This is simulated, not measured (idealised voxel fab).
A process module follows: voxel spacer lines.
Pictured: cross-section cut, 185 nm wide, on a grid of 5 nm square cells.
A cross-section is written here as square cells arranged in a grid, and it is given in bands from the top down, each band taking up one or more rows of cells. Band entry format. Leading values: height of top, height of bottom, nm. Remainder: materials in left-to-right order, each with its width in nm. Special words: "everywhere" on a single material, which then fills the band edge to edge; "air", empty space. We count height from 0. Below that, the starting wafer is all one material. The lowest band never ends at the bottom but goes on down; see "z 0 and below" for how that is written. A two-number width, for instance "30..40", indicates that the width is equal to the first number in the top row of the band and to the second number in the bottom row, and that it changes by a constant amount per row of cells. Take "no modification" at face value: in the step it is given for, the cross-section changed in none of its cells. In the "Closed cavity list" entry, you get each enclosed empty space of 8 cells or more, one with no open way to the top, written width x height at distance, distance from the left edge, in nm. Anything after a step's settings on that line? It's the simulator's own note about the step. What "overlay nm" on a step's line means: if the step has a mask, that mask lay this far to the right of its planned place, or, when the value is negative, to the left.

-- Steps in the process plan
1. RECEIVE: material Si
2. CONFORMAL_DEP: material Al2O3, thk nm 5
3. DIRECTIONAL_DEP: material SiN, thk nm 10
4. DIRECTIONAL_DEP: material aC, thk nm 25
5. PATTERN: tone cover, mask id MANDREL, material resist, width nm 25, pitch nm 70, thk nm 30, overlay nm 0
6. DIRECTIONAL_ETCH: etch materials aC, depth nm 25
7. STRIP: etch materials resist
8. CONFORMAL_DEP: material SiO2, thk nm 10
9. DIRECTIONAL_ETCH: etch materials SiO2, depth nm 10
10. STRIP: etch materials aC
11. DIRECTIONAL_ETCH: etch materials SiN, depth nm 10
12. STRIP: etch materials SiO2
13. FILL_DEP: material lowk, thk nm 5
14. CMP: height nm 15

-- This is the cross-section of the wafer as we received it, i.e. after step 1
	z 0 and below | Si everywhere
	Closed cavity list: none

-- Wafer at module end, in section. Began as above, planned as above, run with one mistake
	z 15 to 10 | lowk everywhere
	z 10 to 5 | lowk (35), then SiN (10), then lowk (25), then SiN (10), then lowk (25), then SiN (10), then lowk (25), then SiN (10), then lowk (35)
	z 5 to 0 | Al2O3 everywhere
	z 0 and below | Si everywhere
	Closed cavity list: none
The plan and the run diverged here: step 3 ran as: DIRECTIONAL_DEP: material SiN, thk nm 5
